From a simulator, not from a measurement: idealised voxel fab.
Module name: voxel gate over fins (process module)
Section cut is 210 nm wide and gridded with 5 nm square cells.
If you're reading a cross-section in this doc, picture square cells in a grid; it comes to you as bands, top ones listed first down to the bottom, and a band can be one or more rows of cells.
First you get the band's top height and its bottom height, in nm, and then the materials it's made of, left to right, with each width in nm. If you see a single material with "edge to edge", that one covers the band edge to edge. "air" is empty space.
Heights are measured from 0, the level below which the as-received wafer is all one material; the lowest band has no bottom and continues downward, written as in "from 0 down".
Width: "30->40" (first number = top row, second number = bottom row, same change from row to row of cells).
"no alterations made" means the step left every cell of the cross-section as it was.
Entry "Closed internal cavities". Content: empty spaces with no open connection to the top, size 8 cells or greater. Each: width x height at distance. Distance: from left edge. Unit: nm.
Past the settings on a step's line: simulator remark, on that step.
A step line may carry the setting "overlay nm", which, for steps involving a mask, states the distance by which the mask lay to the right of its intended position; negative values denote displacement to the left.

Intended process steps
1) RECEIVE: material Si
2) CONFORMAL_DEP: material SiN, thk nm 10
3) DIRECTIONAL_DEP: material aC, thk nm 15
4) PATTERN: tone cover, mask id FINS, material resist, width nm 15, pitch nm 50, thk nm 30, overlay nm 0
5) DIRECTIONAL_ETCH: etch materials aC, depth nm 15
6) STRIP: etch materials resist
7) DIRECTIONAL_ETCH: etch materials SiN, depth nm 10
8) DIRECTIONAL_ETCH: etch materials Si, depth nm 35
9) STRIP: etch materials aC
10) FILL_DEP: material SiO2, thk nm 10
11) CMP: height nm 10
12) MASKED_ETCH: tone open, mask id RAIL, width nm 15, etch materials SiO2, depth nm 40, overlay nm 0
13) CONFORMAL_DEP: material TiN, thk nm 5
14) FILL_DEP: material W, thk nm 5
15) CMP: height nm 10
16) SELECTIVE_ETCH: etch materials W Ru TiN, depth nm 25
17) FILL_DEP: material SiO2, thk nm 5
18) CMP: height nm 10
19) SELECTIVE_ETCH: etch materials SiO2, depth nm 20
20) STRIP: etch materials SiN
21) CONFORMAL_DEP: material HfO2, thk nm 5
22) CONFORMAL_DEP: material TiN, thk nm 5
23) CONFORMAL_DEP: material TiAl, thk nm 5
24) CONFORMAL_DEP: material TiN, thk nm 5
25) FILL_DEP: material W, thk nm 15
26) CMP: height nm 30
27) CONFORMAL_DEP: material SiN, thk nm 5

Incoming wafer in cross-section (state: after step 1)
* from 0 down: Si edge to edge
* Closed internal cavities: none

This is how the wafer looks in cross-section once the module is done, given the starting state and plan above and one mistake in carrying the plan out
* from 35 to 30: SiN edge to edge
* from 30 to 25: TiN edge to edge
* from 25 to 20: TiAl edge to edge
* from 20 to 15: TiN edge to edge
* from 15 to 0: HfO2 edge to edge
* from 0 down: Si edge to edge
* Closed internal cavities: none
Deviation noted in wafer processing: step 2 was processed under conditions differing from the plan, specifically as CONFORMAL_DEP: material HfO2, thk nm 10
